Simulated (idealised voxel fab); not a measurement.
Documented hereafter: the process module known as voxel quadruple lines.
cross-section cut | 230 nm wide | cells 5 nm
Square cells in a grid make up a cross-section in this document, and the grid is given as bands, listed from the top down, each one or more rows of cells. Top, bottom (nm), then materials left to right with widths (nm); lone material tagged "everywhere" fills the whole band edge to edge; "empty" = empty space. The level at which height equals 0 is the one under which the wafer, as it arrives, is entirely one material. No lower edge exists for the bottom band, which continues downward and is notated as in "from 0 down". A two-number width, for instance "30 to 40", indicates that the width is equal to the first number in the top row of the band and to the second number in the bottom row, and that it changes by a constant amount per row of cells. "no modifications" means the step left every cell of the cross-section as it was. Reported under the label "Closed void table" are the empty spaces having no open way to the top and comprising 8 cells or more; the notation for each is width x height at distance, in which the distance is measured from the left edge and all three values are in nm. Where a step's line continues beyond its settings, the continuation is a remark by the simulator itself on that step. On any step carrying a mask, the "overlay nm" setting, if present on the step's line, tells how far right of its planned place the mask lay; negative values point to the left.

The planned process steps are enumerated hereunder
step 1: RECEIVE [material Si]
step 2: CONFORMAL_DEP [material SiO2] [thk nm 10]
step 3: DIRECTIONAL_DEP [material Ru] [thk nm 10]
step 4: DIRECTIONAL_DEP [material polySi] [thk nm 20]
step 5: DIRECTIONAL_DEP [material aC] [thk nm 20]
step 6: PATTERN [tone cover] [mask id MANDREL] [material resist] [width nm 35] [pitch nm 100] [thk nm 30] [overlay nm 0]
step 7: DIRECTIONAL_ETCH [etch materials aC] [depth nm 20]
step 8: STRIP [etch materials resist]
step 9: CONFORMAL_DEP [material SiO2] [thk nm 15]
step 10: DIRECTIONAL_ETCH [etch materials SiO2] [depth nm 15]
step 11: STRIP [etch materials aC]
step 12: DIRECTIONAL_ETCH [etch materials polySi] [depth nm 20]
step 13: STRIP [etch materials SiO2]
step 14: CONFORMAL_DEP [material SiN] [thk nm 10]
step 15: DIRECTIONAL_ETCH [etch materials SiN] [depth nm 10]
step 16: STRIP [etch materials polySi]
step 17: DIRECTIONAL_ETCH [etch materials Ru] [depth nm 10]
step 18: STRIP [etch materials SiN]

Wafer as received: cross-section following step 1
from 0 down  Si everywhere
Closed void table: none

Module complete, cross-section. Starting point and plan per above. One mistake made in running the module
from 30 to 10  polySi everywhere
from 10 to 0  SiO2 everywhere
from 0 down  Si everywhere
Closed void table: none
It is concluded that the wafer was processed incorrectly with respect to the plan, in that steps 3 and 4 were swapped
